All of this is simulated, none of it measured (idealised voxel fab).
This is a process module. Its name is voxel capacitor over wiring.
Pictured: cross-section cut, 205 nm wide, on a grid of 5 nm square cells.
Cross-sections here: square-cell grids, written as top-down lists of bands, a band being one or more rows of cells.
Per band: top height and bottom height in nm, followed by the left-to-right materials and their widths in nm; "full width" marks a single material spanning edge to edge, "empty" marks empty space.
Height is counted from the level 0, under which the received wafer is composed throughout of one material. The lowest of the bands is not closed at the bottom but continues downward, in the notation "0 down".
When a width is written as two numbers, as in "30..40", the first number is the width in the top row of cells of the band and the second is the width in its bottom row, and the width changes by the same amount from each row to the next.
For the purposes of this document, the phrase "nothing got changed" attached to a step denotes that no cell within the cross-section was modified by that step.
"Fully sealed voids" specifies each empty space that is not open to the top and that occupies no fewer than 8 cells, using the form width x height at distance, the distance measured from the left edge and all three quantities in nm.
Whatever follows a step's settings on its line is a remark the simulator itself makes about that step.
overlay nm: step with mask; distance mask lay right of planned place; negative value = left of planned place.
# List of planned process steps
1,RECEIVE: material Si
2,CONFORMAL_DEP: material SiO2, thk nm 15
3,CONFORMAL_DEP: material SiCN, thk nm 5
4,DIRECTIONAL_DEP: material lowk, thk nm 25
5,MASKED_ETCH: tone open, mask id METAL_1, width nm 25, pitch nm 90, etch materials lowk, depth nm 25, overlay nm 0
6,MASKED_ETCH: tone open, mask id METAL_1, width nm 25, pitch nm 90, etch materials SiCN, depth nm 5, overlay nm 0
7,CONFORMAL_DEP: material TiN, thk nm 5
8,FILL_DEP: material Cu, thk nm 5
9,CMP: height nm 45
10,CONFORMAL_DEP: material SiCN, thk nm 5
11,DIRECTIONAL_DEP: material lowk, thk nm 10
12,DIRECTIONAL_DEP: material aC, thk nm 15
13,PATTERN: tone open, mask id PLUG_1, material resist, width nm 15, thk nm 30, overlay nm 0
14,DIRECTIONAL_ETCH: etch materials aC, depth nm 15
15,STRIP: etch materials resist
16,DIRECTIONAL_ETCH: etch materials lowk, depth nm 10
17,DIRECTIONAL_ETCH: etch materials SiCN, depth nm 5
18,STRIP: etch materials aC
19,EPI: material Ru, thk nm 10
20,EPI: material Ru, thk nm 5
21,DIRECTIONAL_DEP: material TiN, thk nm 5
22,DIRECTIONAL_DEP: material SiN, thk nm 5
23,DIRECTIONAL_DEP: material TiN, thk nm 5
24,PATTERN: tone cover, mask id UPPER_PLATE, material resist, width nm 70, thk nm 15, overlay nm 0
25,DIRECTIONAL_ETCH: etch materials TiN, depth nm 5
26,DIRECTIONAL_ETCH: etch materials SiN, depth nm 5
27,STRIP: etch materials resist
28,DIRECTIONAL_DEP: material aC, thk nm 15
29,PATTERN: tone cover, mask id LOWER_PLATE, material resist, width nm 80, thk nm 35, overlay nm 0
30,DIRECTIONAL_ETCH: etch materials aC, depth nm 15
31,STRIP: etch materials resist
32,DIRECTIONAL_ETCH: etch materials TiN, depth nm 5
33,STRIP: etch materials aC
34,FILL_DEP: material SiO2, thk nm 20
35,CMP: height nm 90
36,DIRECTIONAL_DEP: material aC, thk nm 15
37,PATTERN: tone open, mask id PLUG_2, material resist, width nm 15, thk nm 35, overlay nm 0
38,DIRECTIONAL_ETCH: etch materials aC, depth nm 15
39,STRIP: etch materials resist
40,DIRECTIONAL_ETCH: etch materials SiO2, depth nm 15
41,STRIP: etch materials aC
42,CONFORMAL_DEP: material TiN, thk nm 5
43,FILL_DEP: material Cu, thk nm 10
44,CMP: height nm 90
45,CONFORMAL_DEP: material SiCN, thk nm 5
# Cross-section, incoming material, after step 1
* 0 down  Si full width
* Fully sealed voids: none
# Sectioned view, first of two wafers, at the close of the module, processed as intended in the plan
* 95 to 90  SiCN full width
* 90 to 80  SiO2 (65), then TiN (5), then Cu (5), then TiN (5), then SiO2 (125)
* 80 to 70  SiO2 (65..55), then TiN (15..70), then SiO2 (125..80)
* 70 to 65  SiO2 (55), then SiN (70), then SiO2 (80)
* 65 to 60  SiO2 (50), then TiN (80), then SiO2 (75)
* 60 to 50  lowk (55), then Ru (15), then lowk (135)
* 50 to 45  SiCN (55), then Ru (15), then SiCN (135)
* 45 to 20  lowk (45), then TiN (5), then Cu (15), then TiN (5), then lowk (65), then TiN (5), then Cu (15), then TiN (5), then lowk (45)
* 20 to 15  SiCN (45), then TiN (25), then SiCN (65), then TiN (25), then SiCN (45)
* 15 to 0  SiO2 full width
* 0 down  Si full width
* Fully sealed voids: none
# Now the second wafer, cross-sectioned at the end of the module. Nothing different at the start, nothing different in the plan compared with the first, just one mistake when it was actually run
* 95 to 90  SiCN full width
* 90 to 85  SiO2 (55), then TiN (70), then SiO2 (80)
* 85 to 80  SiO2 (55), then SiN (70), then SiO2 (80)
* 80 to 75  SiO2 (50), then TiN (80), then SiO2 (75)
* 75 to 60  Ru full width
* 60 to 50  TiN full width
* 50 to 45  SiCN full width
* 45 to 20  lowk (45), then TiN (5), then Cu (15), then TiN (5), then lowk (65), then TiN (5), then Cu (15), then TiN (5), then lowk (45)
* 20 to 15  SiCN (45), then TiN (25), then SiCN (65), then TiN (25), then SiCN (45)
* 15 to 0  SiO2 full width
* 0 down  Si full width
* Fully sealed voids: none
Short version of what went wrong: it should be noted that step 11 was executed with settings other than those planned, the operation and settings actually applied being DIRECTIONAL_DEP: material TiN, thk nm 10
Materials where the second wafer ends with more or fewer cells than the first: Cu -2 | Ru +114 | SiCN +3 | SiO2 -114 | TiN +75 | lowk -76
